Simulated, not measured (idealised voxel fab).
The name of this process module is voxel tone inversion.
The width of the displayed cross-section, cut, is 225 nm; its cells are square, with a size of 5 nm.
Think of the cross-section as a grid of square cells. We describe it in bands, top to bottom, and each band covers one or more rows of those cells. Quick guide to a band line: top height, bottom height (nm) up front; then every material left to right with its width in nm. Only one material and it's marked "all across"? Then it fills the band edge to edge. And "empty" just means empty space. The reference from which all heights are counted is 0, the level beneath which the as-received wafer is entirely one material; the lowest band, having no lower bound, proceeds downward and is written after the example "0 down". You'd read "30 to 40" like this: the band's top row of cells is as wide as the first number, its bottom row is as wide as the second, and going down, every row changes width by the same amount as the row before did. What does "no change" mean for a step? It means no cell of the cross-section changed in that step. The label "Closed void catalog" introduces a list of the empty spaces, 8 cells or larger, that have no open way up to the top; each entry in it reads width x height at distance, where the distance is taken from the left edge and all three are stated in nm. On a step's line, text after the settings is the simulator commenting on that step. "overlay nm" denotes, for a step that has a mask, the displacement of the mask to the right of its planned place, with negative values corresponding to the left.
### Intended process steps
1. RECEIVE, material Si
2. CONFORMAL_DEP, material SiCN, thk nm 5
3. DIRECTIONAL_DEP, material polySi, thk nm 25
4. PATTERN, tone cover, mask id POSTS, material resist, width nm 25, pitch nm 50, thk nm 35, overlay nm 0
5. DIRECTIONAL_ETCH, etch materials polySi, depth nm 25
6. STRIP, etch materials resist
7. FILL_DEP, material lowk, thk nm 5
8. CMP, height nm 30
9. STRIP, etch materials polySi
### First out of two wafers; run went to plan
### Incoming wafer in cross-section (state: after step 1)
- 0 down  Si all across
- Closed void catalog: none
### After step 2, in cross-section
- 5 to 0  SiCN all across
- Note: structure below 0 unchanged.
### After step 3, in cross-section
- 30 to 5  polySi all across
- Note: structure below 5 unchanged.
### After step 4, in cross-section
- 65 to 30  empty: 75; resist: 25; empty: 25; resist: 25; empty: 75
- Note: structure below 30 unchanged.
### After step 5, in cross-section
- 65 to 30  empty: 75; resist: 25; empty: 25; resist: 25; empty: 75
- 30 to 5  empty: 75; polySi: 25; empty: 25; polySi: 25; empty: 75
- Note: structure below 5 unchanged.
### After step 6, in cross-section
- 30 to 5  empty: 75; polySi: 25; empty: 25; polySi: 25; empty: 75
- Note: structure below 5 unchanged.
### After step 7, in cross-section
- 35 to 30  lowk all across
- 30 to 5  lowk: 75; polySi: 25; lowk: 25; polySi: 25; lowk: 75
- Note: structure below 5 unchanged.
### After step 8, in cross-section
- 30 to 5  lowk: 75; polySi: 25; lowk: 25; polySi: 25; lowk: 75
- Note: structure below 5 unchanged.
### After step 9, in cross-section
- 30 to 5  lowk: 75; empty: 25; lowk: 25; empty: 25; lowk: 75
- Note: structure below 5 unchanged.
### Now the other wafer: same start, same recipe, but we messed up one thing when running it. Up to and including step 4 it's the same as the first one
### Second wafer profile in section, at the moment step 5 of the plan was meant to be complete
- 65 to 30  empty: 75; resist: 25; empty: 25; resist: 25; empty: 75
- 30 to 5  empty: 75; polySi: 25; empty: 25; polySi: 25; empty: 75
- Note: structure below 5 unchanged.
### Second wafer profile in section, at the moment step 6 of the plan was meant to be complete
- 30 to 5  empty: 75; polySi: 25; empty: 25; polySi: 25; empty: 75
- Note: structure below 5 unchanged.
### Second wafer profile in section, at the moment step 7 of the plan was meant to be complete
- 35 to 30  lowk all across
- 30 to 5  lowk: 75; polySi: 25; lowk: 25; polySi: 25; lowk: 75
- Note: structure below 5 unchanged.
### Second wafer profile in section, at the moment step 8 of the plan was meant to be complete
- 30 to 5  lowk: 75; polySi: 25; lowk: 25; polySi: 25; lowk: 75
- Note: structure below 5 unchanged.
### Second wafer profile in section, at the moment step 9 of the plan was meant to be complete
- 30 to 5  lowk: 75; empty: 25; lowk: 25; empty: 25; lowk: 75
- Note: structure below 5 unchanged.
Which mistake was made when the wafer was run? plan step 5 ran twice
If you compare the two wafers at the end, their cross-sections are the same, so as far as this model is concerned the mistake changes nothing.
